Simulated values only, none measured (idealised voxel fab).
A process module follows: voxel ribs on slabs.
Section shown: cut. Width: 245 nm. Cell size: 5 nm, square.
Each cross-section below is a grid of square cells, stated as bands in top-down order, with one or more rows of cells making up each band.
Top height, bottom height, nm. Materials left to right, width each, nm. Single material + "full width" = fills band edge to edge. "empty" = empty.
Basically, 0 is our baseline, since under it the wafer straight out of the box is all one material. The bottom band has no lower end and keeps on going down, so it looks like "0..down".
The expression "30..40" gives the width at the extremes of the band, the first number at its top row of cells and the second at its bottom row, with the width changing by equal amounts from each row to the next in between.
"no modifications" for a step: no cell of the cross-section changed in that step.
The label "Encapsulated voids" introduces a list of the empty spaces, 8 cells or larger, that have no open way up to the top; each entry in it reads width x height at distance, where the distance is taken from the left edge and all three are stated in nm.
On each step's line, the part that comes after the settings is the simulator's own comment on the step.
A step's line can hold "overlay nm"; with a mask on that step, the setting says how far right of the planned place the mask lay, while a negative setting says it lay to the left.
### Set out below are the planned steps of the process
1: RECEIVE with material Si
2: DIRECTIONAL_DEP with material SiO2, thk nm 25
3: DIRECTIONAL_DEP with material SiN, thk nm 25
4: DIRECTIONAL_DEP with material aC, thk nm 15
5: PATTERN with tone cover, mask id RIB, material resist, width nm 15, thk nm 30, overlay nm 0
6: DIRECTIONAL_ETCH with etch materials aC, depth nm 5
7: STRIP with etch materials resist
8: DIRECTIONAL_ETCH with etch materials SiN, depth nm 5
9: STRIP with etch materials aC
10: MASKED_ETCH with tone cover, mask id SLAB, width nm 55, etch materials SiN, depth nm 20, overlay nm 0
11: FILL_DEP with material SiO2, thk nm 20
12: CMP with height nm 65
13: DIRECTIONAL_DEP with material TiN, thk nm 10
14: PATTERN with tone cover, mask id HEATER, material resist, width nm 25, thk nm 15, overlay nm 0
15: DIRECTIONAL_ETCH with etch materials TiN, depth nm 10
16: STRIP with etch materials resist
17: CONFORMAL_DEP with material SiN, thk nm 10
For this document, wafers share an identical start and vary in the step 6 depth nm; the plan quotes the first wafer's value.
### Cross-section of the first of several wafers as received (after step 1)
0..down | Si full width
Encapsulated voids: none
### The following table contains a row per wafer, in which are reported, at the conclusion of the module, the cells of each material gained (+) or lost (-) since the wafer's receipt, with its closed voids given thereafter
depth nm 5 | +199 SiN | +544 SiO2 | +10 TiN | Encapsulated voids: none
depth nm 10 | +199 SiN | +544 SiO2 | +10 TiN | Encapsulated voids: none
depth nm 15 | +153 SiN | +590 SiO2 | +10 TiN | Encapsulated voids: none
depth nm 20 | +153 SiN | +590 SiO2 | +10 TiN | Encapsulated voids: none
depth nm 25 | +153 SiN | +590 SiO2 | +10 TiN | Encapsulated voids: none
depth nm 30 | +153 SiN | +590 SiO2 | +10 TiN | Encapsulated voids: none
